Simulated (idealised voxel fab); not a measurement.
Process module heading - voxel wiring stack
The cross-section shown here is cut; it is 260 nm wide and divided into square cells measuring 5 nm on a side.
If you're reading a cross-section in this doc, picture square cells in a grid; it comes to you as bands, top ones listed first down to the bottom, and a band can be one or more rows of cells.
What a band's entry tells you: where the top is and where the bottom is, as heights in nm, and after that what lies inside, material by material from left to right, each with its width in nm. Empty space is written as the word "blank", and a single material marked with the word "full width" occupies the band from edge to edge.
Height is counted from the level 0, under which the received wafer is composed throughout of one material. The lowest of the bands is not closed at the bottom but continues downward, in the notation "0 nm and below".
Note: "30->40" means the width goes from the first number (top row of the band) to the second number (bottom row) in equal steps per row of cells.
Reading "nothing got changed" for a step: not a cell of the cross-section changed in it.
"Closed-off voids": empty spaces of 8 cells or more with no open way to the top, each given as width x height at distance, distance from the left edge, all in nm.
On a step's line, text after the settings is the simulator commenting on that step.
The optional step-line setting "overlay nm" applies to steps with a mask and quantifies how far to the right of its planned location the mask lay, a negative value indicating leftward placement.

The following list gives the planned process steps:
1. RECEIVE | material Si
2. CONFORMAL_DEP | material SiO2 | thk nm 10
3. DIRECTIONAL_DEP | material TiN | thk nm 5
4. DIRECTIONAL_DEP | material Ru | thk nm 20
5. PATTERN | tone cover | mask id METAL_1 | material resist | width nm 30 | pitch nm 50 | thk nm 20 | overlay nm 0
6. DIRECTIONAL_ETCH | etch materials Ru | depth nm 20
7. DIRECTIONAL_ETCH | etch materials TiN | depth nm 5
8. STRIP | etch materials resist
9. FILL_DEP | material SiO2 | thk nm 5
10. CMP | height nm 35
11. CONFORMAL_DEP | material SiCN | thk nm 5
12. DIRECTIONAL_DEP | material SiO2 | thk nm 10
13. DIRECTIONAL_DEP | material aC | thk nm 10
14. PATTERN | tone open | mask id PLUG_1 | material resist | width nm 15 | pitch nm 50 | thk nm 25 | overlay nm 0
15. DIRECTIONAL_ETCH | etch materials aC | depth nm 10
16. STRIP | etch materials resist
17. DIRECTIONAL_ETCH | etch materials SiO2 | depth nm 10
18. DIRECTIONAL_ETCH | etch materials SiCN | depth nm 5
19. STRIP | etch materials aC
20. EPI | material Ru | thk nm 10
21. EPI | material Ru | thk nm 5
22. DIRECTIONAL_DEP | material TiN | thk nm 5
23. DIRECTIONAL_DEP | material Ru | thk nm 25
24. DIRECTIONAL_DEP | material aC | thk nm 10
25. PATTERN | tone cover | mask id METAL_2 | material resist | width nm 30 | pitch nm 50 | thk nm 30 | overlay nm 0
26. DIRECTIONAL_ETCH | etch materials aC | depth nm 10
27. STRIP | etch materials resist
28. DIRECTIONAL_ETCH | etch materials Ru | depth nm 25
29. DIRECTIONAL_ETCH | etch materials TiN | depth nm 5
30. STRIP | etch materials aC
31. FILL_DEP | material SiO2 | thk nm 10
32. CMP | height nm 80
33. CONFORMAL_DEP | material SiCN | thk nm 5
34. DIRECTIONAL_DEP | material lowk | thk nm 25
35. DIRECTIONAL_DEP | material aC | thk nm 15
36. PATTERN | tone open | mask id METAL_3_HOLES | material resist | width nm 15 | pitch nm 50 | thk nm 35 | overlay nm 0
37. DIRECTIONAL_ETCH | etch materials aC | depth nm 15
38. STRIP | etch materials resist
39. DIRECTIONAL_ETCH | etch materials lowk | depth nm 25
40. STRIP | etch materials aC
41. DIRECTIONAL_DEP | material aC | thk nm 10
42. PATTERN | tone open | mask id METAL_3 | material resist | width nm 30 | pitch nm 50 | thk nm 25 | overlay nm 0
43. DIRECTIONAL_ETCH | etch materials aC | depth nm 10
44. STRIP | etch materials resist
45. DIRECTIONAL_ETCH | etch materials lowk | depth nm 15
46. DIRECTIONAL_ETCH | etch materials SiCN | depth nm 5
47. STRIP | etch materials aC
48. CONFORMAL_DEP | material TiN | thk nm 5
49. FILL_DEP | material Cu | thk nm 5
50. CMP | height nm 110
51. CONFORMAL_DEP | material SiCN | thk nm 5
52. DIRECTIONAL_DEP | material SiO2 | thk nm 15
53. DIRECTIONAL_DEP | material aC | thk nm 10
54. PATTERN | tone open | mask id PLUG_3 | material resist | width nm 15 | pitch nm 50 | thk nm 25 | overlay nm 0
55. DIRECTIONAL_ETCH | etch materials aC | depth nm 10
56. STRIP | etch materials resist
57. DIRECTIONAL_ETCH | etch materials SiO2 | depth nm 15
58. DIRECTIONAL_ETCH | etch materials SiCN | depth nm 5
59. STRIP | etch materials aC
60. EPI | material Ru | thk nm 10
61. EPI | material Ru | thk nm 10
62. DIRECTIONAL_DEP | material TiN | thk nm 5
63. DIRECTIONAL_DEP | material Ru | thk nm 20
64. MASKED_ETCH | tone cover | mask id METAL_4 | width nm 30 | pitch nm 50 | etch materials Ru | depth nm 20 | overlay nm 0
65. MASKED_ETCH | tone cover | mask id METAL_4 | width nm 30 | pitch nm 50 | etch materials TiN | depth nm 5 | overlay nm 0
66. FILL_DEP | material SiO2 | thk nm 5
67. CMP | height nm 155
68. CONFORMAL_DEP | material SiCN | thk nm 5

The first of two wafers, run as planned:

Delivered wafer in cross-section: state after step 1:
- 0 nm and below | Si full width
- Closed-off voids: none

After step 2: wafer cross-section:
- 10 nm to 0 nm | SiO2 full width
- Below 0 it's all the same as before, nothing changed down there.

After step 3: wafer cross-section:
- 15 nm to 10 nm | TiN full width
- Below 10 it's all the same as before, nothing changed down there.

After step 4: wafer cross-section:
- 35 nm to 15 nm | Ru full width
- Below 15 it's all the same as before, nothing changed down there.

After step 5: wafer cross-section:
- 55 nm to 35 nm | blank=40; resist=30; blank=20; resist=30; blank=20; resist=30; blank=20; resist=30; blank=40
- Below 35 it's all the same as before, nothing changed down there.

After step 6: wafer cross-section:
- 55 nm to 35 nm | blank=40; resist=30; blank=20; resist=30; blank=20; resist=30; blank=20; resist=30; blank=40
- 35 nm to 15 nm | blank=40; Ru=30; blank=20; Ru=30; blank=20; Ru=30; blank=20; Ru=30; blank=40
- Below 15 it's all the same as before, nothing changed down there.

After step 7: wafer cross-section:
- 55 nm to 35 nm | blank=40; resist=30; blank=20; resist=30; blank=20; resist=30; blank=20; resist=30; blank=40
- 35 nm to 15 nm | blank=40; Ru=30; blank=20; Ru=30; blank=20; Ru=30; blank=20; Ru=30; blank=40
- 15 nm to 10 nm | blank=40; TiN=30; blank=20; TiN=30; blank=20; TiN=30; blank=20; TiN=30; blank=40
- Below 10 it's all the same as before, nothing changed down there.

After step 8: wafer cross-section:
- 35 nm to 15 nm | blank=40; Ru=30; blank=20; Ru=30; blank=20; Ru=30; blank=20; Ru=30; blank=40
- Below 15 it's all the same as before, nothing changed down there.

After step 9: wafer cross-section:
- 40 nm to 35 nm | SiO2 full width
- 35 nm to 15 nm | SiO2=40; Ru=30; SiO2=20; Ru=30; SiO2=20; Ru=30; SiO2=20; Ru=30; SiO2=40
- 15 nm to 10 nm | SiO2=40; TiN=30; SiO2=20; TiN=30; SiO2=20; TiN=30; SiO2=20; TiN=30; SiO2=40
- Below 10 it's all the same as before, nothing changed down there.

After step 10: wafer cross-section:
- 35 nm to 15 nm | SiO2=40; Ru=30; SiO2=20; Ru=30; SiO2=20; Ru=30; SiO2=20; Ru=30; SiO2=40
- Below 15 it's all the same as before, nothing changed down there.

After step 11: wafer cross-section:
- 40 nm to 35 nm | SiCN full width
- Below 35 it's all the same as before, nothing changed down there.

After step 12: wafer cross-section:
- 50 nm to 40 nm | SiO2 full width
- Below 40 it's all the same as before, nothing changed down there.

After step 13: wafer cross-section:
- 60 nm to 50 nm | aC full width
- Below 50 it's all the same as before, nothing changed down there.

After step 14: wafer cross-section:
- 85 nm to 60 nm | resist=40; blank=15; resist=35; blank=15; resist=35; blank=15; resist=35; blank=15; resist=55
- Below 60 it's all the same as before, nothing changed down there.

After step 15: wafer cross-section:
- 75 nm to 60 nm | resist=40; blank=15; resist=35; blank=15; resist=35; blank=15; resist=35; blank=15; resist=55
- 60 nm to 50 nm | aC=40; blank=15; aC=35; blank=15; aC=35; blank=15; aC=35; blank=15; aC=55
- Below 50 it's all the same as before, nothing changed down there.

After step 16: wafer cross-section:
- 60 nm to 50 nm | aC=40; blank=15; aC=35; blank=15; aC=35; blank=15; aC=35; blank=15; aC=55
- Below 50 it's all the same as before, nothing changed down there.

After step 17: wafer cross-section:
- 60 nm to 50 nm | aC=40; blank=15; aC=35; blank=15; aC=35; blank=15; aC=35; blank=15; aC=55
- 50 nm to 40 nm | SiO2=40; blank=15; SiO2=35; blank=15; SiO2=35; blank=15; SiO2=35; blank=15; SiO2=55
- Below 40 it's all the same as before, nothing changed down there.

After step 18: wafer cross-section:
- 60 nm to 50 nm | aC=40; blank=15; aC=35; blank=15; aC=35; blank=15; aC=35; blank=15; aC=55
- 50 nm to 40 nm | SiO2=40; blank=15; SiO2=35; blank=15; SiO2=35; blank=15; SiO2=35; blank=15; SiO2=55
- 40 nm to 35 nm | SiCN=40; blank=15; SiCN=35; blank=15; SiCN=35; blank=15; SiCN=35; blank=15; SiCN=55
- Below 35 it's all the same as before, nothing changed down there.

After step 19: wafer cross-section:
- 50 nm to 40 nm | SiO2=40; blank=15; SiO2=35; blank=15; SiO2=35; blank=15; SiO2=35; blank=15; SiO2=55
- Below 40 it's all the same as before, nothing changed down there.

After step 20: wafer cross-section:
- 50 nm to 45 nm | SiO2=40; blank=15; SiO2=35; blank=15; SiO2=35; blank=15; SiO2=35; blank=15; SiO2=55
- 45 nm to 40 nm | SiO2=40; Ru=15; SiO2=35; Ru=15; SiO2=35; Ru=15; SiO2=35; Ru=15; SiO2=55
- 40 nm to 35 nm | SiCN=40; Ru=15; SiCN=35; Ru=15; SiCN=35; Ru=15; SiCN=35; Ru=15; SiCN=55
- Below 35 it's all the same as before, nothing changed down there.

After step 21: wafer cross-section:
- 50 nm to 40 nm | SiO2=40; Ru=15; SiO2=35; Ru=15; SiO2=35; Ru=15; SiO2=35; Ru=15; SiO2=55
- Below 40 it's all the same as before, nothing changed down there.

After step 22: wafer cross-section:
- 55 nm to 50 nm | TiN full width
- Below 50 it's all the same as before, nothing changed down there.

After step 23: wafer cross-section:
- 80 nm to 55 nm | Ru full width
- Below 55 it's all the same as before, nothing changed down there.

After step 24: wafer cross-section:
- 90 nm to 80 nm | aC full width
- Below 80 it's all the same as before, nothing changed down there.

After step 25: wafer cross-section:
- 120 nm to 90 nm | blank=40; resist=30; blank=20; resist=30; blank=20; resist=30; blank=20; resist=30; blank=40
- Below 90 it's all the same as before, nothing changed down there.

After step 26: wafer cross-section:
- 110 nm to 90 nm | blank=40; resist=30; blank=20; resist=30; blank=20; resist=30; blank=20; resist=30; blank=40
- 90 nm to 80 nm | blank=40; aC=30; blank=20; aC=30; blank=20; aC=30; blank=20; aC=30; blank=40
- Below 80 it's all the same as before, nothing changed down there.

After step 27: wafer cross-section:
- 90 nm to 80 nm | blank=40; aC=30; blank=20; aC=30; blank=20; aC=30; blank=20; aC=30; blank=40
- Below 80 it's all the same as before, nothing changed down there.

After step 28: wafer cross-section:
- 90 nm to 80 nm | blank=40; aC=30; blank=20; aC=30; blank=20; aC=30; blank=20; aC=30; blank=40
- 80 nm to 55 nm | blank=40; Ru=30; blank=20; Ru=30; blank=20; Ru=30; blank=20; Ru=30; blank=40
- Below 55 it's all the same as before, nothing changed down there.

After step 29: wafer cross-section:
- 90 nm to 80 nm | blank=40; aC=30; blank=20; aC=30; blank=20; aC=30; blank=20; aC=30; blank=40
- 80 nm to 55 nm | blank=40; Ru=30; blank=20; Ru=30; blank=20; Ru=30; blank=20; Ru=30; blank=40
- 55 nm to 50 nm | blank=40; TiN=30; blank=20; TiN=30; blank=20; TiN=30; blank=20; TiN=30; blank=40
- Below 50 it's all the same as before, nothing changed down there.

After step 30: wafer cross-section:
- 80 nm to 55 nm | blank=40; Ru=30; blank=20; Ru=30; blank=20; Ru=30; blank=20; Ru=30; blank=40
- Below 55 it's all the same as before, nothing changed down there.

After step 31: wafer cross-section:
- 90 nm to 80 nm | SiO2 full width
- 80 nm to 55 nm | SiO2=40; Ru=30; SiO2=20; Ru=30; SiO2=20; Ru=30; SiO2=20; Ru=30; SiO2=40
- 55 nm to 50 nm | SiO2=40; TiN=30; SiO2=20; TiN=30; SiO2=20; TiN=30; SiO2=20; TiN=30; SiO2=40
- Below 50 it's all the same as before, nothing changed down there.

After step 32: wafer cross-section:
- 80 nm to 55 nm | SiO2=40; Ru=30; SiO2=20; Ru=30; SiO2=20; Ru=30; SiO2=20; Ru=30; SiO2=40
- Below 55 it's all the same as before, nothing changed down there.

After step 33: wafer cross-section:
- 85 nm to 80 nm | SiCN full width
- Below 80 it's all the same as before, nothing changed down there.

After step 34: wafer cross-section:
- 110 nm to 85 nm | lowk full width
- Below 85 it's all the same as before, nothing changed down there.

After step 35: wafer cross-section:
- 125 nm to 110 nm | aC full width
- Below 110 it's all the same as before, nothing changed down there.

After step 36: wafer cross-section:
- 160 nm to 125 nm | resist=40; blank=15; resist=35; blank=15; resist=35; blank=15; resist=35; blank=15; resist=55
- Below 125 it's all the same as before, nothing changed down there.

After step 37: wafer cross-section:
- 145 nm to 125 nm | resist=40; blank=15; resist=35; blank=15; resist=35; blank=15; resist=35; blank=15; resist=55
- 125 nm to 110 nm | aC=40; blank=15; aC=35; blank=15; aC=35; blank=15; aC=35; blank=15; aC=55
- Below 110 it's all the same as before, nothing changed down there.

After step 38: wafer cross-section:
- 125 nm to 110 nm | aC=40; blank=15; aC=35; blank=15; aC=35; blank=15; aC=35; blank=15; aC=55
- Below 110 it's all the same as before, nothing changed down there.

After step 39: wafer cross-section:
- 125 nm to 110 nm | aC=40; blank=15; aC=35; blank=15; aC=35; blank=15; aC=35; blank=15; aC=55
- 110 nm to 85 nm | lowk=40; blank=15; lowk=35; blank=15; lowk=35; blank=15; lowk=35; blank=15; lowk=55
- Below 85 it's all the same as before, nothing changed down there.

After step 40: wafer cross-section:
- 110 nm to 85 nm | lowk=40; blank=15; lowk=35; blank=15; lowk=35; blank=15; lowk=35; blank=15; lowk=55
- Below 85 it's all the same as before, nothing changed down there.

After step 41: wafer cross-section:
- 120 nm to 110 nm | aC=40; blank=15; aC=35; blank=15; aC=35; blank=15; aC=35; blank=15; aC=55
- 110 nm to 95 nm | lowk=40; blank=15; lowk=35; blank=15; lowk=35; blank=15; lowk=35; blank=15; lowk=55
- 95 nm to 85 nm | lowk=40; aC=15; lowk=35; aC=15; lowk=35; aC=15; lowk=35; aC=15; lowk=55
- Below 85 it's all the same as before, nothing changed down there.

After step 42: wafer cross-section:
- 145 nm to 120 nm | resist=40; blank=30; resist=20; blank=30; resist=20; blank=30; resist=20; blank=30; resist=40
- Below 120 it's all the same as before, nothing changed down there.

After step 43: wafer cross-section:
- 135 nm to 120 nm | resist=40; blank=30; resist=20; blank=30; resist=20; blank=30; resist=20; blank=30; resist=40
- 120 nm to 110 nm | aC=40; blank=30; aC=20; blank=30; aC=20; blank=30; aC=20; blank=30; aC=40
- 110 nm to 85 nm | lowk=40; blank=15; lowk=35; blank=15; lowk=35; blank=15; lowk=35; blank=15; lowk=55
- Below 85 it's all the same as before, nothing changed down there.

After step 44: wafer cross-section:
- 120 nm to 110 nm | aC=40; blank=30; aC=20; blank=30; aC=20; blank=30; aC=20; blank=30; aC=40
- Below 110 it's all the same as before, nothing changed down there.

After step 45: wafer cross-section:
- 120 nm to 110 nm | aC=40; blank=30; aC=20; blank=30; aC=20; blank=30; aC=20; blank=30; aC=40
- 110 nm to 95 nm | lowk=40; blank=30; lowk=20; blank=30; lowk=20; blank=30; lowk=20; blank=30; lowk=40
- Below 95 it's all the same as before, nothing changed down there.

After step 46: wafer cross-section:
- 120 nm to 110 nm | aC=40; blank=30; aC=20; blank=30; aC=20; blank=30; aC=20; blank=30; aC=40
- 110 nm to 95 nm | lowk=40; blank=30; lowk=20; blank=30; lowk=20; blank=30; lowk=20; blank=30; lowk=40
- 95 nm to 85 nm | lowk=40; blank=15; lowk=35; blank=15; lowk=35; blank=15; lowk=35; blank=15; lowk=55
- 85 nm to 80 nm | SiCN=40; blank=15; SiCN=35; blank=15; SiCN=35; blank=15; SiCN=35; blank=15; SiCN=55
- Below 80 it's all the same as before, nothing changed down there.

After step 47: wafer cross-section:
- 110 nm to 95 nm | lowk=40; blank=30; lowk=20; blank=30; lowk=20; blank=30; lowk=20; blank=30; lowk=40
- Below 95 it's all the same as before, nothing changed down there.

After step 48: wafer cross-section:
- 115 nm to 110 nm | TiN=45; blank=20; TiN=30; blank=20; TiN=30; blank=20; TiN=30; blank=20; TiN=45
- 110 nm to 100 nm | lowk=40; TiN=5; blank=20; TiN=5; lowk=20; TiN=5; blank=20; TiN=5; lowk=20; TiN=5; blank=20; TiN=5; lowk=20; TiN=5; blank=20; TiN=5; lowk=40
- 100 nm to 95 nm | lowk=40; TiN=5; blank=5; TiN=20; lowk=20; TiN=5; blank=5; TiN=20; lowk=20; TiN=5; blank=5; TiN=20; lowk=20; TiN=5; blank=5; TiN=20; lowk=40
- 95 nm to 85 nm | lowk=40; TiN=5; blank=5; TiN=5; lowk=35; TiN=5; blank=5; TiN=5; lowk=35; TiN=5; blank=5; TiN=5; lowk=35; TiN=5; blank=5; TiN=5; lowk=55
- 85 nm to 80 nm | SiCN=40; TiN=15; SiCN=35; TiN=15; SiCN=35; TiN=15; SiCN=35; TiN=15; SiCN=55
- Below 80 it's all the same as before, nothing changed down there.

After step 49: wafer cross-section:
- 120 nm to 115 nm | Cu full width
- 115 nm to 110 nm | TiN=45; Cu=20; TiN=30; Cu=20; TiN=30; Cu=20; TiN=30; Cu=20; TiN=45
- 110 nm to 100 nm | lowk=40; TiN=5; Cu=20; TiN=5; lowk=20; TiN=5; Cu=20; TiN=5; lowk=20; TiN=5; Cu=20; TiN=5; lowk=20; TiN=5; Cu=20; TiN=5; lowk=40
- 100 nm to 95 nm | lowk=40; TiN=5; Cu=5; TiN=20; lowk=20; TiN=5; Cu=5; TiN=20; lowk=20; TiN=5; Cu=5; TiN=20; lowk=20; TiN=5; Cu=5; TiN=20; lowk=40
- 95 nm to 85 nm | lowk=40; TiN=5; Cu=5; TiN=5; lowk=35; TiN=5; Cu=5; TiN=5; lowk=35; TiN=5; Cu=5; TiN=5; lowk=35; TiN=5; Cu=5; TiN=5; lowk=55
- Below 85 it's all the same as before, nothing changed down there.

After step 50: wafer cross-section:
- 110 nm to 100 nm | lowk=40; TiN=5; Cu=20; TiN=5; lowk=20; TiN=5; Cu=20; TiN=5; lowk=20; TiN=5; Cu=20; TiN=5; lowk=20; TiN=5; Cu=20; TiN=5; lowk=40
- Below 100 it's all the same as before, nothing changed down there.

After step 51: wafer cross-section:
- 115 nm to 110 nm | SiCN full width
- Below 110 it's all the same as before, nothing changed down there.

After step 52: wafer cross-section:
- 130 nm to 115 nm | SiO2 full width
- Below 115 it's all the same as before, nothing changed down there.

After step 53: wafer cross-section:
- 140 nm to 130 nm | aC full width
- Below 130 it's all the same as before, nothing changed down there.

After step 54: wafer cross-section:
- 165 nm to 140 nm | resist=40; blank=15; resist=35; blank=15; resist=35; blank=15; resist=35; blank=15; resist=55
- Below 140 it's all the same as before, nothing changed down there.

After step 55: wafer cross-section:
- 155 nm to 140 nm | resist=40; blank=15; resist=35; blank=15; resist=35; blank=15; resist=35; blank=15; resist=55
- 140 nm to 130 nm | aC=40; blank=15; aC=35; blank=15; aC=35; blank=15; aC=35; blank=15; aC=55
- Below 130 it's all the same as before, nothing changed down there.

After step 56: wafer cross-section:
- 140 nm to 130 nm | aC=40; blank=15; aC=35; blank=15; aC=35; blank=15; aC=35; blank=15; aC=55
- Below 130 it's all the same as before, nothing changed down there.

After step 57: wafer cross-section:
- 140 nm to 130 nm | aC=40; blank=15; aC=35; blank=15; aC=35; blank=15; aC=35; blank=15; aC=55
- 130 nm to 115 nm | SiO2=40; blank=15; SiO2=35; blank=15; SiO2=35; blank=15; SiO2=35; blank=15; SiO2=55
- Below 115 it's all the same as before, nothing changed down there.

After step 58: wafer cross-section:
- 140 nm to 130 nm | aC=40; blank=15; aC=35; blank=15; aC=35; blank=15; aC=35; blank=15; aC=55
- 130 nm to 115 nm | SiO2=40; blank=15; SiO2=35; blank=15; SiO2=35; blank=15; SiO2=35; blank=15; SiO2=55
- 115 nm to 110 nm | SiCN=40; blank=15; SiCN=35; blank=15; SiCN=35; blank=15; SiCN=35; blank=15; SiCN=55
- Below 110 it's all the same as before, nothing changed down there.

After step 59: wafer cross-section:
- 130 nm to 115 nm | SiO2=40; blank=15; SiO2=35; blank=15; SiO2=35; blank=15; SiO2=35; blank=15; SiO2=55
- Below 115 it's all the same as before, nothing changed down there.

After step 60: wafer cross-section:
- 130 nm to 120 nm | SiO2=40; blank=15; SiO2=35; blank=15; SiO2=35; blank=15; SiO2=35; blank=15; SiO2=55
- 120 nm to 115 nm | SiO2=40; Ru=15; SiO2=35; Ru=15; SiO2=35; Ru=15; SiO2=35; Ru=15; SiO2=55
- 115 nm to 110 nm | SiCN=40; Ru=15; SiCN=35; Ru=15; SiCN=35; Ru=15; SiCN=35; Ru=15; SiCN=55
- Below 110 it's all the same as before, nothing changed down there.

After step 61: wafer cross-section:
- 130 nm to 115 nm | SiO2=40; Ru=15; SiO2=35; Ru=15; SiO2=35; Ru=15; SiO2=35; Ru=15; SiO2=55
- Below 115 it's all the same as before, nothing changed down there.

After step 62: wafer cross-section:
- 135 nm to 130 nm | TiN full width
- Below 130 it's all the same as before, nothing changed down there.

After step 63: wafer cross-section:
- 155 nm to 135 nm | Ru full width
- Below 135 it's all the same as before, nothing changed down there.

After step 64: wafer cross-section:
- 155 nm to 135 nm | blank=40; Ru=30; blank=20; Ru=30; blank=20; Ru=30; blank=20; Ru=30; blank=40
- Below 135 it's all the same as before, nothing changed down there.

After step 65: wafer cross-section:
- 155 nm to 135 nm | blank=40; Ru=30; blank=20; Ru=30; blank=20; Ru=30; blank=20; Ru=30; blank=40
- 135 nm to 130 nm | blank=40; TiN=30; blank=20; TiN=30; blank=20; TiN=30; blank=20; TiN=30; blank=40
- Below 130 it's all the same as before, nothing changed down there.

After step 66: wafer cross-section:
- 160 nm to 155 nm | SiO2 full width
- 155 nm to 135 nm | SiO2=40; Ru=30; SiO2=20; Ru=30; SiO2=20; Ru=30; SiO2=20; Ru=30; SiO2=40
- 135 nm to 130 nm | SiO2=40; TiN=30; SiO2=20; TiN=30; SiO2=20; TiN=30; SiO2=20; TiN=30; SiO2=40
- Below 130 it's all the same as before, nothing changed down there.

After step 67: wafer cross-section:
- 155 nm to 135 nm | SiO2=40; Ru=30; SiO2=20; Ru=30; SiO2=20; Ru=30; SiO2=20; Ru=30; SiO2=40
- Below 135 it's all the same as before, nothing changed down there.

After step 68: wafer cross-section:
- 160 nm to 155 nm | SiCN full width
- Below 155 it's all the same as before, nothing changed down there.

Here the second wafer is described. Its start and its plan were those of the first wafer. Its run contained one mistake. Up to and including step 63, it did exactly what the first wafer did:

Second wafer, cut view, end of step 64 per plan:
- 155 nm to 135 nm | Ru=40; blank=30; Ru=20; blank=30; Ru=20; blank=30; Ru=20; blank=30; Ru=40
- Below 135 it's all the same as before, nothing changed down there.

Second wafer, cut view, end of step 65 per plan: nothing got changed

Second wafer, cut view, end of step 66 per plan:
- 160 nm to 155 nm | SiO2 full width
- 155 nm to 135 nm | Ru=40; SiO2=30; Ru=20; SiO2=30; Ru=20; SiO2=30; Ru=20; SiO2=30; Ru=40
- Below 135 it's all the same as before, nothing changed down there.

Second wafer, cut view, end of step 67 per plan:
- 155 nm to 135 nm | Ru=40; SiO2=30; Ru=20; SiO2=30; Ru=20; SiO2=30; Ru=20; SiO2=30; Ru=40
- Below 135 it's all the same as before, nothing changed down there.

Second wafer, cut view, end of step 68 per plan:
- 160 nm to 155 nm | SiCN full width
- Below 155 it's all the same as before, nothing changed down there.
Plan not followed: so step 64 ended up running with a different setting than we planned, it ran as MASKED_ETCH | tone open | mask id METAL_4 | width nm 30 | pitch nm 50 | etch materials Ru | depth nm 20 | overlay nm 0
Bottom line after processing is that, in cells, the second wafer is up or down on some materials versus the first: Ru: 16 more | SiO2: 44 fewer | TiN: 28 more
